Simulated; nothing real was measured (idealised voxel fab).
process module | voxel wiring stack
cross-section cut | 200 nm wide | cells 5 nm
A cross-section is a grid of square cells, given in bands from the top down. A band is one or more rows of cells.
Each band's line starts with the height of the band's top and of its bottom, in nm. Then come its materials from left to right, each with its width in nm. One material with "throughout" fills the band from edge to edge. "air" is empty space.
Height 0 is the level under which the wafer as received is all one material. The lowest band goes on downwards, as in "0 down".
A width such as "30 to 40" changes by the same amount from each row of cells to the next, from the band's top row to its bottom row.
"no change" after a step means that no cell of the cross-section changed.
closed voids: empty space of 8 cells or more with no open way to the top, each as width x height at its distance from the left edge, in nm
after a step's settings: what the simulator itself notes on the step
overlay nm, on a step with a mask: how far to the right of its planned place the mask lay; to the left if negative
plan
1 op RECEIVE | material Si
2 op CONFORMAL_DEP | material SiO2 | thk nm 15
3 op DIRECTIONAL_DEP | material TiN | thk nm 5
4 op DIRECTIONAL_DEP | material Ru | thk nm 15
5 op MASKED_ETCH | tone cover | mask id METAL_1 | width nm 25 | pitch nm 50 | etch materials Ru | depth nm 15 | overlay nm 0
6 op MASKED_ETCH | tone cover | mask id METAL_1 | width nm 25 | pitch nm 50 | etch materials TiN | depth nm 5 | overlay nm 0
7 op CONFORMAL_DEP | material SiCN | thk nm 5
8 op FILL_DEP | material SiO2 | thk nm 5
9 op CMP | height nm 35
10 op CONFORMAL_DEP | material SiCN | thk nm 5
11 op DIRECTIONAL_DEP | material SiO2 | thk nm 20
12 op DIRECTIONAL_DEP | material aC | thk nm 10
13 op PATTERN | tone open | mask id PLUG_1 | material resist | width nm 15 | pitch nm 50 | thk nm 25 | overlay nm 0
14 op DIRECTIONAL_ETCH | etch materials aC | depth nm 10
15 op STRIP | etch materials resist
16 op DIRECTIONAL_ETCH | etch materials SiO2 | depth nm 20
17 op DIRECTIONAL_ETCH | etch materials SiCN | depth nm 5
18 op STRIP | etch materials aC
19 op EPI | material Ru | thk nm 10
20 op EPI | material Ru | thk nm 10
21 op EPI | material Ru | thk nm 5
22 op DIRECTIONAL_DEP | material TiN | thk nm 5
23 op DIRECTIONAL_DEP | material Ru | thk nm 20
24 op MASKED_ETCH | tone cover | mask id METAL_2 | width nm 25 | pitch nm 50 | etch materials Ru | depth nm 20 | overlay nm 0
25 op MASKED_ETCH | tone cover | mask id METAL_2 | width nm 25 | pitch nm 50 | etch materials TiN | depth nm 5 | overlay nm 0
26 op CONFORMAL_DEP | material SiN | thk nm 5
27 op FILL_DEP | material SiO2 | thk nm 10
28 op CMP | height nm 85
29 op CONFORMAL_DEP | material SiCN | thk nm 5
30 op DIRECTIONAL_DEP | material lowk | thk nm 15
31 op PATTERN | tone open | mask id PLUG_2 | material resist | width nm 15 | thk nm 15 | overlay nm 0
32 op DIRECTIONAL_ETCH | etch materials lowk | depth nm 15
33 op DIRECTIONAL_ETCH | etch materials SiCN | depth nm 5
34 op STRIP | etch materials resist
35 op CONFORMAL_DEP | material TiN | thk nm 5
36 op FILL_DEP | material Cu | thk nm 10
37 op CMP | height nm 105
38 op DIRECTIONAL_DEP | material TiN | thk nm 5
39 op DIRECTIONAL_DEP | material Ru | thk nm 15
40 op MASKED_ETCH | tone cover | mask id METAL_3 | width nm 25 | pitch nm 50 | etch materials Ru | depth nm 15 | overlay nm 0
41 op MASKED_ETCH | tone cover | mask id METAL_3 | width nm 15 | pitch nm 50 | etch materials TiN | depth nm 5 | overlay nm 0
42 op CONFORMAL_DEP | material SiCN | thk nm 5
43 op FILL_DEP | material lowk | thk nm 10
44 op CMP | height nm 125
45 op CONFORMAL_DEP | material SiCN | thk nm 5
varied across the wafers: width nm of step 41. The plan shows the first wafer's value. All wafers start alike
first wafer as received, after step 1
  0 down: Si throughout
  closed voids: none
first wafer at the end, after step 45
  130 to 125: SiCN throughout
  125 to 110: lowk 55 | SiCN 5 | Ru 25 | SiCN 5 | lowk 15 | SiCN 5 | Ru 25 | SiCN 5 | lowk 60
  110 to 105: SiCN 60 | TiN 25 | SiCN 25 | TiN 25 | SiCN 65
  105 to 90: lowk 60 | TiN 5 | Cu 5 | TiN 5 | lowk 125
  90 to 85: SiCN 60 | TiN 15 | SiCN 125
  85 to 65: SiO2 55 | SiN 5 | Ru 25 | SiN 5 | SiO2 15 | SiN 5 | Ru 25 | SiN 5 | SiO2 60
  65 to 60: SiN 60 | TiN 25 | SiN 25 | TiN 25 | SiN 65
  60 to 40: SiO2 60 | Ru 15 | SiO2 35 | Ru 15 | SiO2 75
  40 to 35: SiCN 60 | Ru 15 | SiCN 35 | Ru 15 | SiCN 75
  35 to 20: SiO2 55 | SiCN 5 | Ru 25 | SiCN 5 | SiO2 15 | SiCN 5 | Ru 25 | SiCN 5 | SiO2 60
  20 to 15: SiCN 60 | TiN 25 | SiCN 25 | TiN 25 | SiCN 65
  15 to 0: SiO2 throughout
  0 down: Si throughout
  closed voids: none
last wafer at the end
  130 to 125: SiCN throughout
  125 to 115: lowk 55 | SiCN 5 | Ru 25 | SiCN 5 | lowk 15 | SiCN 5 | Ru 25 | SiCN 5 | lowk 60
  115 to 110: lowk 50 | SiCN 10 | Ru 25 | SiCN 10 | lowk 5 | SiCN 10 | Ru 25 | SiCN 10 | lowk 55
  110 to 105: SiCN 55 | TiN 35 | SiCN 15 | TiN 35 | SiCN 60
  105 to 90: lowk 60 | TiN 5 | Cu 5 | TiN 5 | lowk 125
  90 to 85: SiCN 60 | TiN 15 | SiCN 125
  85 to 65: SiO2 55 | SiN 5 | Ru 25 | SiN 5 | SiO2 15 | SiN 5 | Ru 25 | SiN 5 | SiO2 60
  65 to 60: SiN 60 | TiN 25 | SiN 25 | TiN 25 | SiN 65
  60 to 40: SiO2 60 | Ru 15 | SiO2 35 | Ru 15 | SiO2 75
  40 to 35: SiCN 60 | Ru 15 | SiCN 35 | Ru 15 | SiCN 75
  35 to 20: SiO2 55 | SiCN 5 | Ru 25 | SiCN 5 | SiO2 15 | SiCN 5 | Ru 25 | SiCN 5 | SiO2 60
  20 to 15: SiCN 60 | TiN 25 | SiCN 25 | TiN 25 | SiCN 65
  15 to 0: SiO2 throughout
  0 down: Si throughout
  closed voids: none
each wafer at the end: cells of each material gained (+) or lost (-) since it was received, then its closed voids
width nm 15 | +3 Cu | +130 Ru | +195 SiCN | +46 SiN | +438 SiO2 | +39 TiN | +189 lowk | closed voids: none
width nm 20 | +3 Cu | +130 Ru | +195 SiCN | +46 SiN | +438 SiO2 | +39 TiN | +189 lowk | closed voids: none
width nm 25 | +3 Cu | +130 Ru | +195 SiCN | +46 SiN | +438 SiO2 | +39 TiN | +189 lowk | closed voids: none
width nm 30 | +3 Cu | +130 Ru | +195 SiCN | +46 SiN | +438 SiO2 | +41 TiN | +187 lowk | closed voids: none
width nm 35 | +3 Cu | +130 Ru | +195 SiCN | +46 SiN | +438 SiO2 | +43 TiN | +185 lowk | closed voids: none
